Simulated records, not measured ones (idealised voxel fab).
process module | voxel transistor to metal
cross-section cut | 295 nm wide | cells 5 nm
A cross-section is a grid of square cells, given in bands from the top down. A band is one or more rows of cells.
Each band's line starts with the height of the band's top and of its bottom, in nm. Then come its materials from left to right, each with its width in nm. One material with "throughout" fills the band from edge to edge. "air" is empty space.
Height 0 is the level under which the wafer as received is all one material. The lowest band goes on downwards, as in "0 down".
A width such as "30 to 40" changes by the same amount from each row of cells to the next, from the band's top row to its bottom row.
"no change" after a step means that no cell of the cross-section changed.
closed voids: empty space of 8 cells or more with no open way to the top, each as width x height at its distance from the left edge, in nm
after a step's settings: what the simulator itself notes on the step
overlay nm, on a step with a mask: how far to the right of its planned place the mask lay; to the left if negative
Each pair below shows a cross-section before one step and the cross-section after it, down to the lowest band that changed. The line under each pair gives the step between them, with its settings. The pairs can come from different runs of this module on the same starting wafer, so a pair continues from the pair above only where its "before" says so.
before
  95 to 80: aC throughout
  80 to 55: W throughout
  55 to 50: TiN throughout
  50 to 40: SiO2 45 | TiN 5 | Ru 10 | TiN 5 | SiO2 45 | TiN 5 | Ru 10 | TiN 5 | SiO2 35 | TiN 5 | Ru 10 | TiN 5 | SiO2 45 | TiN 5 | Ru 10 | TiN 5 | SiO2 45
  40 to 30: SiO2 45 | TiN 5 | Ru 10 | TiN 5 | SiO2 5 | SiN 10 | SiCN 15 | SiN 10 | SiO2 5 | TiN 5 | Ru 10 | TiN 5 | SiO2 35 | TiN 5 | Ru 10 | TiN 5 | SiO2 5 | SiN 10 | SiCN 15 | SiN 10 | SiO2 5 | TiN 5 | Ru 10 | TiN 5 | SiO2 45
  30 to 10: SiO2 45 | TiN 5 | Ru 10 | TiN 5 | SiO2 5 | SiN 10 | polySi 15 | SiN 10 | SiO2 5 | TiN 5 | Ru 10 | TiN 5 | SiO2 35 | TiN 5 | Ru 10 | TiN 5 | SiO2 5 | SiN 10 | polySi 15 | SiN 10 | SiO2 5 | TiN 5 | Ru 10 | TiN 5 | SiO2 45
  10 to 5: SiO2 45 | TiN 20 | SiO2 5 | SiN 10 | polySi 15 | SiN 10 | SiO2 5 | TiN 20 | SiO2 35 | TiN 20 | SiO2 5 | SiN 10 | polySi 15 | SiN 10 | SiO2 5 | TiN 20 | SiO2 45
  5 to -5: SiO2 45 | TiN 10 | nSi 15 | SiN 10 | polySi 15 | SiN 10 | nSi 15 | TiN 10 | SiO2 35 | TiN 10 | nSi 15 | SiN 10 | polySi 15 | SiN 10 | nSi 15 | TiN 10 | SiO2 45
  -5 to -10: SiO2 45 | TiN 10 | nSi 15 | SiO2 35 | nSi 15 | TiN 10 | SiO2 35 | TiN 10 | nSi 15 | SiO2 35 | nSi 15 | TiN 10 | SiO2 45
  -10 to -25: SiO2 40 | nSi 30 | Si 35 | nSi 30 | SiO2 25 | nSi 30 | Si 35 | nSi 30 | SiO2 40
  -25 to -30: SiO2 40 | Si 95 | SiO2 25 | Si 95 | SiO2 40
  -30 down: Si throughout
  closed voids: none
after
  125 to 95: air 45 | resist 20 | air 45 | resist 20 | air 35 | resist 20 | air 45 | resist 20 | air 45
  below 95: unchanged
  closed voids: none
the step between: op PATTERN | tone cover | mask id METAL_1 | material resist | width nm 20 | thk nm 30 | overlay nm 0
before: the cross-section after the pair above
after
  110 to 95: air 45 | resist 20 | air 45 | resist 20 | air 35 | resist 20 | air 45 | resist 20 | air 45
  95 to 80: air 45 | aC 20 | air 45 | aC 20 | air 35 | aC 20 | air 45 | aC 20 | air 45
  below 80: unchanged
  closed voids: none
the step between: op DIRECTIONAL_ETCH | etch materials aC | depth nm 15
before: the cross-section after the pair above
after
  95 to 80: air 45 | aC 20 | air 45 | aC 20 | air 35 | aC 20 | air 45 | aC 20 | air 45
  below 80: unchanged
  closed voids: none
the step between: op STRIP | etch materials resist
before: the cross-section after the pair above
after
  95 to 80: air 45 | aC 20 | air 45 | aC 20 | air 35 | aC 20 | air 45 | aC 20 | air 45
  80 to 55: air 45 | W 20 | air 45 | W 20 | air 35 | W 20 | air 45 | W 20 | air 45
  below 55: unchanged
  closed voids: none
the step between: op DIRECTIONAL_ETCH | etch materials W | depth nm 25
before: the cross-section after the pair above
after
  95 to 80: air 45 | aC 20 | air 45 | aC 20 | air 35 | aC 20 | air 45 | aC 20 | air 45
  80 to 55: air 45 | W 20 | air 45 | W 20 | air 35 | W 20 | air 45 | W 20 | air 45
  55 to 50: air 45 | TiN 20 | air 45 | TiN 20 | air 35 | TiN 20 | air 45 | TiN 20 | air 45
  below 50: unchanged
  closed voids: none
the step between: op DIRECTIONAL_ETCH | etch materials TiN | depth nm 5
before: the cross-section after the pair above
after
  80 to 55: air 45 | W 20 | air 45 | W 20 | air 35 | W 20 | air 45 | W 20 | air 45
  below 55: unchanged
  closed voids: none
the step between: op STRIP | etch materials aC
before: the cross-section after the pair above
after
  85 to 80: lowk throughout
  80 to 55: lowk 45 | W 20 | lowk 45 | W 20 | lowk 35 | W 20 | lowk 45 | W 20 | lowk 45
  55 to 50: lowk 45 | TiN 20 | lowk 45 | TiN 20 | lowk 35 | TiN 20 | lowk 45 | TiN 20 | lowk 45
  below 50: unchanged
  closed voids: none
the step between: op FILL_DEP | material lowk | thk nm 5
before: the cross-section after the pair above
after
  80 to 55: lowk 45 | W 20 | lowk 45 | W 20 | lowk 35 | W 20 | lowk 45 | W 20 | lowk 45
  below 55: unchanged
  closed voids: none
the step between: op CMP | height nm 80
before: the cross-section after the pair above
after
  85 to 80: SiCN throughout
  below 80: unchanged
  closed voids: none
the step between: op CONFORMAL_DEP | material SiCN | thk nm 5
before: the cross-section after the pair above
after
  115 to 85: lowk throughout
  below 85: unchanged
  closed voids: none
the step between: op DIRECTIONAL_DEP | material lowk | thk nm 30
before: the cross-section after the pair above
after
  135 to 115: resist 45 | air 15 | resist 105 | air 15 | resist 115
  below 115: unchanged
  closed voids: none
the step between: op PATTERN | tone open | mask id METAL_2_HOLES | material resist | width nm 15 | pitch nm 120 | thk nm 20 | overlay nm 0
before: the cross-section after the pair above
after
  135 to 115: resist 45 | air 15 | resist 105 | air 15 | resist 115
  115 to 85: lowk 45 | air 15 | lowk 105 | air 15 | lowk 115
  below 85: unchanged
  closed voids: none
the step between: op DIRECTIONAL_ETCH | etch materials lowk | depth nm 30
before: the cross-section after the pair above
after
  115 to 85: lowk 45 | air 15 | lowk 105 | air 15 | lowk 115
  below 85: unchanged
  closed voids: none
the step between: op STRIP | etch materials resist
before: the cross-section after the pair above
after
  130 to 115: resist 45 | air 20 | resist 100 | air 20 | resist 110
  below 115: unchanged
  closed voids: none
the step between: op PATTERN | tone open | mask id METAL_2 | material resist | width nm 20 | pitch nm 120 | thk nm 15 | overlay nm 0
before: the cross-section after the pair above
after
  130 to 115: resist 45 | air 20 | resist 100 | air 20 | resist 110
  115 to 100: lowk 45 | air 20 | lowk 100 | air 20 | lowk 110
  below 100: unchanged
  closed voids: none
the step between: op DIRECTIONAL_ETCH | etch materials lowk | depth nm 15
before: the cross-section after the pair above
after
  130 to 115: resist 45 | air 20 | resist 100 | air 20 | resist 110
  115 to 100: lowk 45 | air 20 | lowk 100 | air 20 | lowk 110
  100 to 85: lowk 45 | air 15 | lowk 105 | air 15 | lowk 115
  85 to 80: SiCN 45 | air 15 | SiCN 105 | air 15 | SiCN 115
  below 80: unchanged
  closed voids: none
the step between: op DIRECTIONAL_ETCH | etch materials SiCN | depth nm 5
before: the cross-section after the pair above
after
  115 to 100: lowk 45 | air 20 | lowk 100 | air 20 | lowk 110
  below 100: unchanged
  closed voids: none
the step between: op STRIP | etch materials resist
before: the cross-section after the pair above
after
  120 to 115: TiN 50 | air 10 | TiN 110 | air 10 | TiN 115
  115 to 105: lowk 45 | TiN 5 | air 10 | TiN 5 | lowk 100 | TiN 5 | air 10 | TiN 5 | lowk 110
  105 to 100: lowk 45 | TiN 5 | air 5 | TiN 10 | lowk 100 | TiN 5 | air 5 | TiN 10 | lowk 110
  100 to 85: lowk 45 | TiN 5 | air 5 | TiN 5 | lowk 105 | TiN 5 | air 5 | TiN 5 | lowk 115
  85 to 80: SiCN 45 | TiN 15 | SiCN 105 | TiN 15 | SiCN 115
  below 80: unchanged
  closed voids: none
the step between: op CONFORMAL_DEP | material TiN | thk nm 5
before: the cross-section after the pair above
after
  125 to 120: Ru throughout
  120 to 115: TiN 50 | Ru 10 | TiN 110 | Ru 10 | TiN 115
  115 to 105: lowk 45 | TiN 5 | Ru 10 | TiN 5 | lowk 100 | TiN 5 | Ru 10 | TiN 5 | lowk 110
  105 to 100: lowk 45 | TiN 5 | Ru 5 | TiN 10 | lowk 100 | TiN 5 | Ru 5 | TiN 10 | lowk 110
  100 to 85: lowk 45 | TiN 5 | Ru 5 | TiN 5 | lowk 105 | TiN 5 | Ru 5 | TiN 5 | lowk 115
  below 85: unchanged
  closed voids: none
the step between: op FILL_DEP | material Ru | thk nm 5
before: the cross-section after the pair above
after
  115 to 105: lowk 45 | TiN 5 | Ru 10 | TiN 5 | lowk 100 | TiN 5 | Ru 10 | TiN 5 | lowk 110
  below 105: unchanged
  closed voids: none
the step between: op CMP | height nm 115
before: the cross-section after the pair above
after
  120 to 115: SiCN throughout
  below 115: unchanged
  closed voids: none
the step between: op CONFORMAL_DEP | material SiCN | thk nm 5
before
  25 to 15: aC throughout
  15 to 0: SiN throughout
  0 to -5: SiO2 throughout
  -5 down: Si throughout
  closed voids: none
after
  55 to 25: air 45 | resist 85 | air 35 | resist 85 | air 45
  below 25: unchanged
  closed voids: none
the step between: op PATTERN | tone cover | mask id ACTIVE | material resist | width nm 85 | pitch nm 120 | thk nm 30 | overlay nm 0
before: the cross-section after the pair above
after
  45 to 25: air 45 | resist 85 | air 35 | resist 85 | air 45
  25 to 15: air 45 | aC 85 | air 35 | aC 85 | air 45
  below 15: unchanged
  closed voids: none
the step between: op DIRECTIONAL_ETCH | etch materials aC | depth nm 10
before: the cross-section after the pair above
after
  25 to 15: air 45 | aC 85 | air 35 | aC 85 | air 45
  below 15: unchanged
  closed voids: none
the step between: op STRIP | etch materials resist
before: the cross-section after the pair above
after
  25 to 15: air 45 | aC 85 | air 35 | aC 85 | air 45
  15 to 0: air 45 | SiN 85 | air 35 | SiN 85 | air 45
  below 0: unchanged
  closed voids: none
the step between: op DIRECTIONAL_ETCH | etch materials SiN | depth nm 15
before: the cross-section after the pair above
after
  25 to 15: air 45 | aC 85 | air 35 | aC 85 | air 45
  15 to 0: air 45 | SiN 85 | air 35 | SiN 85 | air 45
  0 to -5: air 45 | SiO2 85 | air 35 | SiO2 85 | air 45
  below -5: unchanged
  closed voids: none
the step between: op DIRECTIONAL_ETCH | etch materials SiO2 | depth nm 5
before: the cross-section after the pair above
after
  25 to 15: air 45 | aC 85 | air 35 | aC 85 | air 45
  15 to 0: air 45 | SiN 85 | air 35 | SiN 85 | air 45
  0 to -5: air 45 | SiO2 85 | air 35 | SiO2 85 | air 45
  -5 to -30: air 45 | Si 85 | air 35 | Si 85 | air 45
  below -30: unchanged
  closed voids: none
the step between: op DIRECTIONAL_ETCH | etch materials Si | depth nm 25
before: the cross-section after the pair above
after
  15 to 0: air 45 | SiN 85 | air 35 | SiN 85 | air 45
  below 0: unchanged
  closed voids: none
the step between: op STRIP | etch materials aC
before: the cross-section after the pair above
after
  20 to 15: SiO2 throughout
  15 to 0: SiO2 45 | SiN 85 | SiO2 35 | SiN 85 | SiO2 45
  0 to -5: SiO2 throughout
  -5 to -30: SiO2 45 | Si 85 | SiO2 35 | Si 85 | SiO2 45
  below -30: unchanged
  closed voids: none
the step between: op FILL_DEP | material SiO2 | thk nm 5
before: the cross-section after the pair above
after
  15 to 0: SiO2 45 | SiN 85 | SiO2 35 | SiN 85 | SiO2 45
  below 0: unchanged
  closed voids: none
the step between: op CMP | height nm 15
before: the cross-section after the pair above
after
  15 to 0: air 45 | SiN 85 | air 35 | SiN 85 | air 45
  below 0: unchanged
  closed voids: none
the step between: op SELECTIVE_ETCH | etch materials SiO2 | depth nm 15
before: the cross-section after the pair above
after
  0 to -5: SiO2 throughout
  below -5: unchanged
  closed voids: none
the step between: op STRIP | etch materials SiN
before: the cross-section after the pair above
after
  -5 to -30: SiO2 45 | Si 85 | SiO2 35 | Si 85 | SiO2 45
  below -30: unchanged
  closed voids: none
the step between: op SELECTIVE_ETCH | etch materials SiO2 | depth nm 5
before: the cross-section after the pair above
after
  -5 to -10: SiO2 throughout
  below -10: unchanged
  closed voids: none
the step between: op OXIDIZE | depth nm 5
before: the cross-section after the pair above
after
  25 to -5: polySi throughout
  below -5: unchanged
  closed voids: none
the step between: op DIRECTIONAL_DEP | material polySi | thk nm 30
before: the cross-section after the pair above
after
  40 to 25: SiCN throughout
  below 25: unchanged
  closed voids: none
the step between: op DIRECTIONAL_DEP | material SiCN | thk nm 15
before: the cross-section after the pair above
after
  40 to 25: air 80 | SiCN 15 | air 105 | SiCN 15 | air 80
  below 25: unchanged
  closed voids: none
the step between: op MASKED_ETCH | tone cover | mask id GATE | width nm 15 | pitch nm 120 | etch materials SiCN | depth nm 25 | overlay nm 0
before: the cross-section after the pair above
after
  40 to 25: air 80 | SiCN 15 | air 105 | SiCN 15 | air 80
  25 to -5: air 80 | polySi 15 | air 105 | polySi 15 | air 80
  below -5: unchanged
  closed voids: none
the step between: op MASKED_ETCH | tone cover | mask id GATE | width nm 15 | pitch nm 120 | etch materials polySi | depth nm 40 | overlay nm 0
before: the cross-section after the pair above
after
  50 to 40: air 70 | SiN 35 | air 85 | SiN 35 | air 70
  40 to 25: air 70 | SiN 10 | SiCN 15 | SiN 10 | air 85 | SiN 10 | SiCN 15 | SiN 10 | air 70
  25 to 5: air 70 | SiN 10 | polySi 15 | SiN 10 | air 85 | SiN 10 | polySi 15 | SiN 10 | air 70
  5 to -5: SiN 80 | polySi 15 | SiN 105 | polySi 15 | SiN 80
  below -5: unchanged
  closed voids: none
the step between: op CONFORMAL_DEP | material SiN | thk nm 10
before: the cross-section after the pair above
after
  40 to 25: air 70 | SiN 10 | SiCN 15 | SiN 10 | air 85 | SiN 10 | SiCN 15 | SiN 10 | air 70
  25 to -5: air 70 | SiN 10 | polySi 15 | SiN 10 | air 85 | SiN 10 | polySi 15 | SiN 10 | air 70
  below -5: unchanged
  closed voids: none
the step between: op DIRECTIONAL_ETCH | etch materials SiN | depth nm 10
before: the cross-section after the pair above
after
  40 to 25: air 70 | SiN 10 | SiCN 15 | SiN 10 | air 85 | SiN 10 | SiCN 15 | SiN 10 | air 70
  25 to -5: air 70 | SiN 10 | polySi 15 | SiN 10 | air 85 | SiN 10 | polySi 15 | SiN 10 | air 70
  -5 to -10: air 70 | SiO2 35 | air 85 | SiO2 35 | air 70
  below -10: unchanged
  closed voids: none
the step between: op DIRECTIONAL_ETCH | etch materials SiO2 | depth nm 5
before: the cross-section after the pair above
after
  40 to 25: air 70 | SiN 10 | SiCN 15 | SiN 10 | air 85 | SiN 10 | SiCN 15 | SiN 10 | air 70
  25 to -5: air 70 | SiN 10 | polySi 15 | SiN 10 | air 85 | SiN 10 | polySi 15 | SiN 10 | air 70
  -5 to -10: air 70 | SiO2 35 | air 85 | SiO2 35 | air 70
  -10 to -25: SiO2 45 | air 25 | Si 35 | air 25 | SiO2 35 | air 25 | Si 35 | air 25 | SiO2 45
  below -25: unchanged
  closed voids: none
the step between: op DIRECTIONAL_ETCH | etch materials Si | depth nm 15
before: the cross-section after the pair above
after
  40 to 25: air 70 | SiN 10 | SiCN 15 | SiN 10 | air 85 | SiN 10 | SiCN 15 | SiN 10 | air 70
  25 to 5: air 70 | SiN 10 | polySi 15 | SiN 10 | air 85 | SiN 10 | polySi 15 | SiN 10 | air 70
  5 to -5: air 55 | nSi 15 | SiN 10 | polySi 15 | SiN 10 | nSi 15 | air 55 | nSi 15 | SiN 10 | polySi 15 | SiN 10 | nSi 15 | air 55
  -5 to -10: air 55 | nSi 15 | SiO2 35 | nSi 15 | air 55 | nSi 15 | SiO2 35 | nSi 15 | air 55
  -10 to -25: SiO2 45 | nSi 25 | Si 35 | nSi 25 | SiO2 35 | nSi 25 | Si 35 | nSi 25 | SiO2 45
  below -25: unchanged
  closed voids: none
the step between: op EPI | material nSi | thk nm 15
before: the cross-section after the pair above
after
  45 to 40: SiO2 throughout
  40 to 25: SiO2 70 | SiN 10 | SiCN 15 | SiN 10 | SiO2 85 | SiN 10 | SiCN 15 | SiN 10 | SiO2 70
  25 to 5: SiO2 70 | SiN 10 | polySi 15 | SiN 10 | SiO2 85 | SiN 10 | polySi 15 | SiN 10 | SiO2 70
  5 to -5: SiO2 55 | nSi 15 | SiN 10 | polySi 15 | SiN 10 | nSi 15 | SiO2 55 | nSi 15 | SiN 10 | polySi 15 | SiN 10 | nSi 15 | SiO2 55
  -5 to -10: SiO2 55 | nSi 15 | SiO2 35 | nSi 15 | SiO2 55 | nSi 15 | SiO2 35 | nSi 15 | SiO2 55
  below -10: unchanged
  closed voids: none
the step between: op FILL_DEP | material SiO2 | thk nm 5
before: the cross-section after the pair above
after
  40 to 25: SiO2 70 | SiN 10 | SiCN 15 | SiN 10 | SiO2 85 | SiN 10 | SiCN 15 | SiN 10 | SiO2 70
  below 25: unchanged
  closed voids: none
the step between: op CMP | height nm 40
before: the cross-section after the pair above
after
  50 to 40: SiO2 throughout
  below 40: unchanged
  closed voids: none
the step between: op DIRECTIONAL_DEP | material SiO2 | thk nm 10
before: the cross-section after the pair above
after
  65 to 50: aC throughout
  below 50: unchanged
  closed voids: none
the step between: op DIRECTIONAL_DEP | material aC | thk nm 15
before: the cross-section after the pair above
after
  100 to 65: resist 45 | air 20 | resist 45 | air 20 | resist 35 | air 20 | resist 45 | air 20 | resist 45
  below 65: unchanged
  closed voids: none
the step between: op PATTERN | tone open | mask id CONTACT | material resist | width nm 20 | thk nm 35 | overlay nm 0
before: the cross-section after the pair above
after
  85 to 65: resist 45 | air 20 | resist 45 | air 20 | resist 35 | air 20 | resist 45 | air 20 | resist 45
  65 to 50: aC 45 | air 20 | aC 45 | air 20 | aC 35 | air 20 | aC 45 | air 20 | aC 45
  below 50: unchanged
  closed voids: none
the step between: op DIRECTIONAL_ETCH | etch materials aC | depth nm 15
before: the cross-section after the pair above
after
  65 to 50: aC 45 | air 20 | aC 45 | air 20 | aC 35 | air 20 | aC 45 | air 20 | aC 45
  below 50: unchanged
  closed voids: none
the step between: op STRIP | etch materials resist
before: the cross-section after the pair above
after
  65 to 50: aC 45 | air 20 | aC 45 | air 20 | aC 35 | air 20 | aC 45 | air 20 | aC 45
  50 to 40: SiO2 45 | air 20 | SiO2 45 | air 20 | SiO2 35 | air 20 | SiO2 45 | air 20 | SiO2 45
  40 to 25: SiO2 45 | air 20 | SiO2 5 | SiN 10 | SiCN 15 | SiN 10 | SiO2 5 | air 20 | SiO2 35 | air 20 | SiO2 5 | SiN 10 | SiCN 15 | SiN 10 | SiO2 5 | air 20 | SiO2 45
  25 to 5: SiO2 45 | air 20 | SiO2 5 | SiN 10 | polySi 15 | SiN 10 | SiO2 5 | air 20 | SiO2 35 | air 20 | SiO2 5 | SiN 10 | polySi 15 | SiN 10 | SiO2 5 | air 20 | SiO2 45
  5 to -5: SiO2 45 | air 10 | nSi 15 | SiN 10 | polySi 15 | SiN 10 | nSi 15 | air 10 | SiO2 35 | air 10 | nSi 15 | SiN 10 | polySi 15 | SiN 10 | nSi 15 | air 10 | SiO2 45
  -5 to -10: SiO2 45 | air 10 | nSi 15 | SiO2 35 | nSi 15 | air 10 | SiO2 35 | air 10 | nSi 15 | SiO2 35 | nSi 15 | air 10 | SiO2 45
  below -10: unchanged
  closed voids: none
the step between: op DIRECTIONAL_ETCH | etch materials SiO2 | depth nm 60
before: the cross-section after the pair above
after
  50 to 40: SiO2 45 | air 20 | SiO2 45 | air 20 | SiO2 35 | air 20 | SiO2 45 | air 20 | SiO2 45
  below 40: unchanged
  closed voids: none
the step between: op STRIP | etch materials aC
before: the cross-section after the pair above
after
  55 to 50: TiN 50 | air 10 | TiN 55 | air 10 | TiN 45 | air 10 | TiN 55 | air 10 | TiN 50
  50 to 40: SiO2 45 | TiN 5 | air 10 | TiN 5 | SiO2 45 | TiN 5 | air 10 | TiN 5 | SiO2 35 | TiN 5 | air 10 | TiN 5 | SiO2 45 | TiN 5 | air 10 | TiN 5 | SiO2 45
  40 to 25: SiO2 45 | TiN 5 | air 10 | TiN 5 | SiO2 5 | SiN 10 | SiCN 15 | SiN 10 | SiO2 5 | TiN 5 | air 10 | TiN 5 | SiO2 35 | TiN 5 | air 10 | TiN 5 | SiO2 5 | SiN 10 | SiCN 15 | SiN 10 | SiO2 5 | TiN 5 | air 10 | TiN 5 | SiO2 45
  25 to 10: SiO2 45 | TiN 5 | air 10 | TiN 5 | SiO2 5 | SiN 10 | polySi 15 | SiN 10 | SiO2 5 | TiN 5 | air 10 | TiN 5 | SiO2 35 | TiN 5 | air 10 | TiN 5 | SiO2 5 | SiN 10 | polySi 15 | SiN 10 | SiO2 5 | TiN 5 | air 10 | TiN 5 | SiO2 45
  10 to 5: SiO2 45 | TiN 20 | SiO2 5 | SiN 10 | polySi 15 | SiN 10 | SiO2 5 | TiN 20 | SiO2 35 | TiN 20 | SiO2 5 | SiN 10 | polySi 15 | SiN 10 | SiO2 5 | TiN 20 | SiO2 45
  5 to -5: SiO2 45 | TiN 10 | nSi 15 | SiN 10 | polySi 15 | SiN 10 | nSi 15 | TiN 10 | SiO2 35 | TiN 10 | nSi 15 | SiN 10 | polySi 15 | SiN 10 | nSi 15 | TiN 10 | SiO2 45
  -5 to -10: SiO2 45 | TiN 10 | nSi 15 | SiO2 35 | nSi 15 | TiN 10 | SiO2 35 | TiN 10 | nSi 15 | SiO2 35 | nSi 15 | TiN 10 | SiO2 45
  below -10: unchanged
  closed voids: none
the step between: op CONFORMAL_DEP | material TiN | thk nm 5
before: the cross-section after the pair above
after
  65 to 55: Ru throughout
  55 to 50: TiN 50 | Ru 10 | TiN 55 | Ru 10 | TiN 45 | Ru 10 | TiN 55 | Ru 10 | TiN 50
  50 to 40: SiO2 45 | TiN 5 | Ru 10 | TiN 5 | SiO2 45 | TiN 5 | Ru 10 | TiN 5 | SiO2 35 | TiN 5 | Ru 10 | TiN 5 | SiO2 45 | TiN 5 | Ru 10 | TiN 5 | SiO2 45
  40 to 25: SiO2 45 | TiN 5 | Ru 10 | TiN 5 | SiO2 5 | SiN 10 | SiCN 15 | SiN 10 | SiO2 5 | TiN 5 | Ru 10 | TiN 5 | SiO2 35 | TiN 5 | Ru 10 | TiN 5 | SiO2 5 | SiN 10 | SiCN 15 | SiN 10 | SiO2 5 | TiN 5 | Ru 10 | TiN 5 | SiO2 45
  25 to 10: SiO2 45 | TiN 5 | Ru 10 | TiN 5 | SiO2 5 | SiN 10 | polySi 15 | SiN 10 | SiO2 5 | TiN 5 | Ru 10 | TiN 5 | SiO2 35 | TiN 5 | Ru 10 | TiN 5 | SiO2 5 | SiN 10 | polySi 15 | SiN 10 | SiO2 5 | TiN 5 | Ru 10 | TiN 5 | SiO2 45
  below 10: unchanged
  closed voids: none
the step between: op FILL_DEP | material Ru | thk nm 10
before: the cross-section after the pair above
after
  50 to 40: SiO2 45 | TiN 5 | Ru 10 | TiN 5 | SiO2 45 | TiN 5 | Ru 10 | TiN 5 | SiO2 35 | TiN 5 | Ru 10 | TiN 5 | SiO2 45 | TiN 5 | Ru 10 | TiN 5 | SiO2 45
  below 40: unchanged
  closed voids: none
the step between: op CMP | height nm 50
before: the cross-section after the pair above
after
  55 to 50: TiN throughout
  below 50: unchanged
  closed voids: none
the step between: op DIRECTIONAL_DEP | material TiN | thk nm 5
before: the cross-section after the pair above
after
  80 to 55: W throughout
  below 55: unchanged
  closed voids: none
the step between: op DIRECTIONAL_DEP | material W | thk nm 25
before: the cross-section after the pair above
after
  95 to 80: aC throughout
  below 80: unchanged
  closed voids: none
the step between: op DIRECTIONAL_DEP | material aC | thk nm 15
before: the cross-section after the pair above
after
  125 to 95: air 45 | resist 20 | air 45 | resist 20 | air 35 | resist 20 | air 45 | resist 20 | air 45
  below 95: unchanged
  closed voids: none
the step between: op PATTERN | tone cover | mask id METAL_1 | material resist | width nm 20 | thk nm 30 | overlay nm 0
before: the cross-section after the pair above
after
  110 to 95: air 45 | resist 20 | air 45 | resist 20 | air 35 | resist 20 | air 45 | resist 20 | air 45
  95 to 80: air 45 | aC 20 | air 45 | aC 20 | air 35 | aC 20 | air 45 | aC 20 | air 45
  below 80: unchanged
  closed voids: none
the step between: op DIRECTIONAL_ETCH | etch materials aC | depth nm 15
before: the cross-section after the pair above
after
  95 to 80: air 45 | aC 20 | air 45 | aC 20 | air 35 | aC 20 | air 45 | aC 20 | air 45
  below 80: unchanged
  closed voids: none
the step between: op STRIP | etch materials resist
before: the cross-section after the pair above
after
  95 to 80: air 45 | aC 20 | air 45 | aC 20 | air 35 | aC 20 | air 45 | aC 20 | air 45
  80 to 55: air 45 | W 20 | air 45 | W 20 | air 35 | W 20 | air 45 | W 20 | air 45
  below 55: unchanged
  closed voids: none
the step between: op DIRECTIONAL_ETCH | etch materials W | depth nm 25
before: the cross-section after the pair above
after
  95 to 80: air 45 | aC 20 | air 45 | aC 20 | air 35 | aC 20 | air 45 | aC 20 | air 45
  80 to 55: air 45 | W 20 | air 45 | W 20 | air 35 | W 20 | air 45 | W 20 | air 45
  55 to 50: air 45 | TiN 20 | air 45 | TiN 20 | air 35 | TiN 20 | air 45 | TiN 20 | air 45
  below 50: unchanged
  closed voids: none
the step between: op DIRECTIONAL_ETCH | etch materials TiN | depth nm 5
before: the cross-section after the pair above
after
  80 to 55: air 45 | W 20 | air 45 | W 20 | air 35 | W 20 | air 45 | W 20 | air 45
  below 55: unchanged
  closed voids: none
the step between: op STRIP | etch materials aC
before: the cross-section after the pair above
after
  85 to 80: lowk throughout
  80 to 55: lowk 45 | W 20 | lowk 45 | W 20 | lowk 35 | W 20 | lowk 45 | W 20 | lowk 45
  55 to 50: lowk 45 | TiN 20 | lowk 45 | TiN 20 | lowk 35 | TiN 20 | lowk 45 | TiN 20 | lowk 45
  below 50: unchanged
  closed voids: none
the step between: op FILL_DEP | material lowk | thk nm 5
before: the cross-section after the pair above
after
  80 to 55: lowk 45 | W 20 | lowk 45 | W 20 | lowk 35 | W 20 | lowk 45 | W 20 | lowk 45
  below 55: unchanged
  closed voids: none
the step between: op CMP | height nm 80
before: the cross-section after the pair above
after
  85 to 80: SiCN throughout
  below 80: unchanged
  closed voids: none
the step between: op CONFORMAL_DEP | material SiCN | thk nm 5
before: the cross-section after the pair above
after
  115 to 85: lowk throughout
  below 85: unchanged
  closed voids: none
the step between: op DIRECTIONAL_DEP | material lowk | thk nm 30
before: the cross-section after the pair above
after
  135 to 115: resist 45 | air 15 | resist 105 | air 15 | resist 115
  below 115: unchanged
  closed voids: none
the step between: op PATTERN | tone open | mask id METAL_2_HOLES | material resist | width nm 15 | pitch nm 120 | thk nm 20 | overlay nm 0
before: the cross-section after the pair above
after
  135 to 115: resist 45 | air 15 | resist 105 | air 15 | resist 115
  115 to 85: lowk 45 | air 15 | lowk 105 | air 15 | lowk 115
  below 85: unchanged
  closed voids: none
the step between: op DIRECTIONAL_ETCH | etch materials lowk | depth nm 30
before: the cross-section after the pair above
after
  115 to 85: lowk 45 | air 15 | lowk 105 | air 15 | lowk 115
  below 85: unchanged
  closed voids: none
the step between: op STRIP | etch materials resist
before: the cross-section after the pair above
after
  130 to 115: resist 45 | air 20 | resist 100 | air 20 | resist 110
  below 115: unchanged
  closed voids: none
the step between: op PATTERN | tone open | mask id METAL_2 | material resist | width nm 20 | pitch nm 120 | thk nm 15 | overlay nm 0
before: the cross-section after the pair above
after
  130 to 115: resist 45 | air 20 | resist 100 | air 20 | resist 110
  115 to 100: lowk 45 | air 20 | lowk 100 | air 20 | lowk 110
  below 100: unchanged
  closed voids: none
the step between: op DIRECTIONAL_ETCH | etch materials lowk | depth nm 15
before: the cross-section after the pair above
after
  130 to 115: resist 45 | air 20 | resist 100 | air 20 | resist 110
  115 to 100: lowk 45 | air 20 | lowk 100 | air 20 | lowk 110
  100 to 85: lowk 45 | air 15 | lowk 105 | air 15 | lowk 115
  85 to 80: SiCN 45 | air 15 | SiCN 105 | air 15 | SiCN 115
  below 80: unchanged
  closed voids: none
the step between: op DIRECTIONAL_ETCH | etch materials SiCN | depth nm 5
before: the cross-section after the pair above
after
  115 to 100: lowk 45 | air 20 | lowk 100 | air 20 | lowk 110
  below 100: unchanged
  closed voids: none
the step between: op STRIP | etch materials resist
before: the cross-section after the pair above
after
  120 to 115: TiN 50 | air 10 | TiN 110 | air 10 | TiN 115
  115 to 105: lowk 45 | TiN 5 | air 10 | TiN 5 | lowk 100 | TiN 5 | air 10 | TiN 5 | lowk 110
  105 to 100: lowk 45 | TiN 5 | air 5 | TiN 10 | lowk 100 | TiN 5 | air 5 | TiN 10 | lowk 110
  100 to 85: lowk 45 | TiN 5 | air 5 | TiN 5 | lowk 105 | TiN 5 | air 5 | TiN 5 | lowk 115
  85 to 80: SiCN 45 | TiN 15 | SiCN 105 | TiN 15 | SiCN 115
  below 80: unchanged
  closed voids: none
the step between: op CONFORMAL_DEP | material TiN | thk nm 5
before: the cross-section after the pair above
after
  125 to 120: Ru throughout
  120 to 115: TiN 50 | Ru 10 | TiN 110 | Ru 10 | TiN 115
  115 to 105: lowk 45 | TiN 5 | Ru 10 | TiN 5 | lowk 100 | TiN 5 | Ru 10 | TiN 5 | lowk 110
  105 to 100: lowk 45 | TiN 5 | Ru 5 | TiN 10 | lowk 100 | TiN 5 | Ru 5 | TiN 10 | lowk 110
  100 to 85: lowk 45 | TiN 5 | Ru 5 | TiN 5 | lowk 105 | TiN 5 | Ru 5 | TiN 5 | lowk 115
  below 85: unchanged
  closed voids: none
the step between: op FILL_DEP | material Ru | thk nm 5
before: the cross-section after the pair above
after
  115 to 105: lowk 45 | TiN 5 | Ru 10 | TiN 5 | lowk 100 | TiN 5 | Ru 10 | TiN 5 | lowk 110
  below 105: unchanged
  closed voids: none
the step between: op CMP | height nm 115
before: the cross-section after the pair above
after
  120 to 115: SiCN throughout
  below 115: unchanged
  closed voids: none
the step between: op CONFORMAL_DEP | material SiCN | thk nm 5
